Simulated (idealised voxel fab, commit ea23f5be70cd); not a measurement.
process module | voxel self aligned contacts
cross-section cut | 235 nm wide | cells 5 nm
A cross-section is a grid of square cells, given in bands from the top down. A band is one or more rows of cells.
Each band's line starts with the height of the band's top and of its bottom, in nm. Then come its materials from left to right, each with its width in nm. One material with "throughout" fills the band from edge to edge. "air" is empty space.
Height 0 is the level under which the wafer as received is all one material. The lowest band goes on downwards, as in "0 down".
A width such as "30 to 40" changes by the same amount from each row of cells to the next, from the band's top row to its bottom row.
"no change" after a step means that no cell of the cross-section changed.
closed voids: empty space of 8 cells or more with no open way to the top, each as width x height at its distance from the left edge, in nm
after a step's settings: what the simulator itself notes on the step
overlay nm, on a step with a mask: how far to the right of its planned place the mask lay; to the left if negative
plan
1 op RECEIVE | material Si
2 op CONFORMAL_DEP | material SiO2 | thk nm 5
3 op DIRECTIONAL_DEP | material polySi | thk nm 20
4 op DIRECTIONAL_DEP | material SiN | thk nm 25
5 op MASKED_ETCH | tone cover | mask id GATE | width nm 25 | pitch nm 65 | etch materials SiN | depth nm 25 | overlay nm 0
6 op MASKED_ETCH | tone cover | mask id GATE | width nm 25 | pitch nm 65 | etch materials polySi | depth nm 20 | overlay nm 0
7 op CONFORMAL_DEP | material SiN | thk nm 10
8 op DIRECTIONAL_ETCH | etch materials SiN | depth nm 10
9 op FILL_DEP | material SiO2 | thk nm 15
10 op CMP | height nm 60
11 op PATTERN | tone open | mask id CONTACT | material resist | width nm 50 | pitch nm 65 | thk nm 20 | overlay nm 0
12 op DIRECTIONAL_ETCH | etch materials SiO2 | depth nm 60
13 op STRIP | etch materials resist
14 op CONFORMAL_DEP | material TiN | thk nm 5
15 op FILL_DEP | material Ru | thk nm 10
16 op CMP | height nm 60
17 op CONFORMAL_DEP | material SiCN | thk nm 5
as received, after step 1
  0 down: Si throughout
  closed voids: none
first wafer at the end, as planned
  65 to 60: SiCN throughout
  60 to 50: SiO2 60 | TiN 5 to 20 | Ru 40 to 10 | TiN 5 to 20 | SiO2 15 | TiN 5 to 20 | Ru 40 to 10 | TiN 5 to 20 | SiO2 60
  50 to 25: SiO2 30 | SiN 45 | TiN 5 | Ru 10 | TiN 5 | SiN 45 | TiN 5 | Ru 10 | TiN 5 | SiN 45 | SiO2 30
  25 to 5: SiO2 30 | SiN 10 | polySi 25 | SiN 10 | TiN 5 | Ru 10 | TiN 5 | SiN 10 | polySi 25 | SiN 10 | TiN 5 | Ru 10 | TiN 5 | SiN 10 | polySi 25 | SiN 10 | SiO2 30
  5 to 0: SiO2 75 | TiN 20 | SiO2 45 | TiN 20 | SiO2 75
  0 down: Si throughout
  closed voids: none
second wafer at the end: like start, like plan, one mistake
  65 to 60: SiO2 throughout
  60 to 50: SiO2 60 | TiN 5 to 20 | Ru 40 to 10 | TiN 5 to 20 | SiO2 15 | TiN 5 to 20 | Ru 40 to 10 | TiN 5 to 20 | SiO2 60
  50 to 25: SiO2 30 | SiN 45 | TiN 5 | Ru 10 | TiN 5 | SiN 45 | TiN 5 | Ru 10 | TiN 5 | SiN 45 | SiO2 30
  25 to 5: SiO2 30 | SiN 10 | polySi 25 | SiN 10 | TiN 5 | Ru 10 | TiN 5 | SiN 10 | polySi 25 | SiN 10 | TiN 5 | Ru 10 | TiN 5 | SiN 10 | polySi 25 | SiN 10 | SiO2 30
  5 to 0: SiO2 75 | TiN 20 | SiO2 45 | TiN 20 | SiO2 75
  0 down: Si throughout
  closed voids: none
what went wrong: step 17 ran as: op CONFORMAL_DEP | material SiO2 | thk nm 5
at the end the second wafer has, in cells: 47 fewer of SiCN | 47 more of SiO2
